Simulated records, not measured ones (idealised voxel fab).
You're looking at the process module voxel ribs on slabs.
The cross-section on display is named cut; it measures 205 nm wide, and its cells are 5 nm squares.
A cross-section is written here as square cells arranged in a grid, and it is given in bands from the top down, each band taking up one or more rows of cells.
Read a band's entry like this: the first values are the height of its top and the height of its bottom in nm, and what follows is the sequence of materials from left to right, each with its width in nm. Note that "air" is empty space, and that a single material marked "full width" reaches across the band from edge to edge.
Height datum 0, below which the as-received substrate wafer is one material. Lowest band open at the bottom, running downward: "top 0, no bottom".
With a width like "30->40", each row of cells in the band differs from the next by the same amount, the top row carrying the first number and the bottom row the second.
"nothing changed" -> step changed no cross-section cell.
Empty spaces without an open route to the top, at least 8 cells in extent, make up the entry "Sealed-off cavities"; each is given as width x height at distance, where the distance is measured from the left edge, and all are in nm.
Formally, on a step line, whatever follows the settings is a remark that the simulator itself makes on the step.
"overlay nm" on a masked step: distance the mask lay right of its planned place, negative for left.
The process steps that were planned are listed below:
- 1: RECEIVE [material Si]
- 2: DIRECTIONAL_DEP [material SiO2] [thk nm 30]
- 3: DIRECTIONAL_DEP [material polySi] [thk nm 25]
- 4: MASKED_ETCH [tone cover] [mask id RIB] [width nm 30] [etch materials polySi] [depth nm 5] [overlay nm 0]
- 5: DIRECTIONAL_DEP [material aC] [thk nm 15]
- 6: PATTERN [tone cover] [mask id SLAB] [material resist] [width nm 70] [thk nm 35] [overlay nm 0]
- 7: DIRECTIONAL_ETCH [etch materials aC] [depth nm 15]
- 8: STRIP [etch materials resist]
- 9: DIRECTIONAL_ETCH [etch materials polySi] [depth nm 20]
- 10: STRIP [etch materials aC]
- 11: FILL_DEP [material SiO2] [thk nm 25]
- 12: CMP [height nm 70]
- 13: DIRECTIONAL_DEP [material W] [thk nm 10]
- 14: MASKED_ETCH [tone cover] [mask id HEATER] [width nm 40] [etch materials W] [depth nm 10] [overlay nm 0]
- 15: CONFORMAL_DEP [material SiN] [thk nm 5]
The first of two wafers, run as planned:
Shown in cross-section is the wafer as received, that is, as it stands after step 1:
> top 0, no bottom: Si full width
> Sealed-off cavities: none
Sectional view: wafer, after step 2:
> top 30, bottom 0: SiO2 full width
> Nothing below the height 0 has changed.
Sectional view: wafer, after step 3:
> top 55, bottom 30: polySi full width
> Nothing below the height 30 has changed.
Sectional view: wafer, after step 4:
> top 55, bottom 50: 85 air / 30 polySi / 90 air
> Nothing below the height 50 has changed.
Sectional view: wafer, after step 5:
> top 70, bottom 65: 85 air / 30 aC / 90 air
> top 65, bottom 55: aC full width
> top 55, bottom 50: 85 aC / 30 polySi / 90 aC
> Nothing below the height 50 has changed.
Sectional view: wafer, after step 6:
> top 105, bottom 70: 65 air / 70 resist / 70 air
> top 70, bottom 65: 65 air / 20 resist / 30 aC / 20 resist / 70 air
> Nothing below the height 65 has changed.
Sectional view: wafer, after step 7:
> top 90, bottom 70: 65 air / 70 resist / 70 air
> top 70, bottom 65: 65 air / 20 resist / 30 aC / 20 resist / 70 air
> top 65, bottom 55: 65 air / 70 aC / 70 air
> top 55, bottom 50: 65 air / 20 aC / 30 polySi / 20 aC / 70 air
> Nothing below the height 50 has changed.
Sectional view: wafer, after step 8:
> top 70, bottom 65: 85 air / 30 aC / 90 air
> Nothing below the height 65 has changed.
Sectional view: wafer, after step 9:
> top 70, bottom 65: 85 air / 30 aC / 90 air
> top 65, bottom 55: 65 air / 70 aC / 70 air
> top 55, bottom 50: 65 air / 20 aC / 30 polySi / 20 aC / 70 air
> top 50, bottom 30: 65 air / 70 polySi / 70 air
> Nothing below the height 30 has changed.
Sectional view: wafer, after step 10:
> top 55, bottom 50: 85 air / 30 polySi / 90 air
> Nothing below the height 50 has changed.
Sectional view: wafer, after step 11:
> top 80, bottom 55: SiO2 full width
> top 55, bottom 50: 85 SiO2 / 30 polySi / 90 SiO2
> top 50, bottom 30: 65 SiO2 / 70 polySi / 70 SiO2
> Nothing below the height 30 has changed.
Sectional view: wafer, after step 12:
> top 70, bottom 55: SiO2 full width
> Nothing below the height 55 has changed.
Sectional view: wafer, after step 13:
> top 80, bottom 70: W full width
> Nothing below the height 70 has changed.
Sectional view: wafer, after step 14:
> top 80, bottom 70: 80 air / 40 W / 85 air
> Nothing below the height 70 has changed.
Sectional view: wafer, after step 15:
> top 85, bottom 80: 75 air / 50 SiN / 80 air
> top 80, bottom 75: 75 air / 5 SiN / 40 W / 5 SiN / 80 air
> top 75, bottom 70: 80 SiN / 40 W / 85 SiN
> Nothing below the height 70 has changed.
second wafer: like start, like plan, one mistake. Through step 14 it matches the first wafer:
Second wafer at the planned finish of step 15, seen in cross-section: nothing changed
Processing error: step 15 in the plan did not get run; it was skipped
Upon completion, the second wafer contains, in terms of cells, a greater or smaller amount of certain materials than the first wafer: -45 SiN
